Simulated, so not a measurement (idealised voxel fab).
process module | voxel plated lines
Square cell edge 5 nm, section width 210 nm, ID cut.
This document writes a cross-section as a grid whose cells are square, and gives it as bands, listed from the top down; one or more rows of cells form a band. Within each band entry, the heights of the top and of the bottom of the band appear first, in that order and in nm; the materials of the band then follow from left to right, each with its corresponding width in nm. The designation "full width" on a single material indicates that it fills the band from edge to edge; the designation "blank" indicates empty space. Heights are measured from 0, the level below which the as-received wafer is all one material; the lowest band has no bottom and continues downward, written as in "0 and below". The two numbers in a width such as "30->40" mark its ends across the band: the first belongs to the top row of cells, the second to the bottom row, and from each row to the next the width moves by the same amount. "remained the same", as given for a step, is the statement that not any cell of the cross-section underwent a change during that step. "Closed void entries" lists enclosed empty spaces (at least 8 cells, no open path upward to the top), each as width x height at distance from the left edge, in nm. Post-settings text on a step line: simulator's own remark regarding the step. overlay nm: on a step with a mask, how far right of its planned place the mask lay; negative means left.

## The planned process steps are enumerated hereunder
| 1 | RECEIVE: material Si |
| 2 | CONFORMAL_DEP: material SiN, thk nm 10 |
| 3 | DIRECTIONAL_DEP: material TiN, thk nm 5 |
| 4 | PATTERN: tone open, mask id LINES, material resist, width nm 20, pitch nm 45, thk nm 30, overlay nm 0 |
| 5 | EPI: material Ru, thk nm 10 |
| 6 | EPI: material Ru, thk nm 10 |
| 7 | STRIP: etch materials resist |
| 8 | DIRECTIONAL_ETCH: etch materials TiN, depth nm 5 |
| 9 | CONFORMAL_DEP: material SiCN, thk nm 5 |

## Wafer at receipt (post step 1), cross-section
* 0 and below = Si full width
* Closed void entries: none

## Cross-sectional result after module completion. Note: starting condition and plan are unchanged from above; one processing mistake was made
* 40 down to 35 = 25 blank, 30 SiCN, 15 blank, 30 SiCN, 15 blank, 30 SiCN, 15 blank, 30 SiCN, 20 blank
* 35 down to 15 = 25 blank, 5 SiCN, 20 Ru, 5 SiCN, 15 blank, 5 SiCN, 20 Ru, 5 SiCN, 15 blank, 5 SiCN, 20 Ru, 5 SiCN, 15 blank, 5 SiCN, 20 Ru, 5 SiCN, 20 blank
* 15 down to 10 = 30 SiCN, 20 TiN, 25 SiCN, 20 TiN, 25 SiCN, 20 TiN, 25 SiCN, 20 TiN, 25 SiCN
* 10 down to 0 = SiN full width
* 0 and below = Si full width
* Closed void entries: none
Diagnosis: contrary to plan, step 4 was performed as PATTERN: tone open, mask id LINES, material resist, width nm 20, pitch nm 45, thk nm 30, overlay nm 5
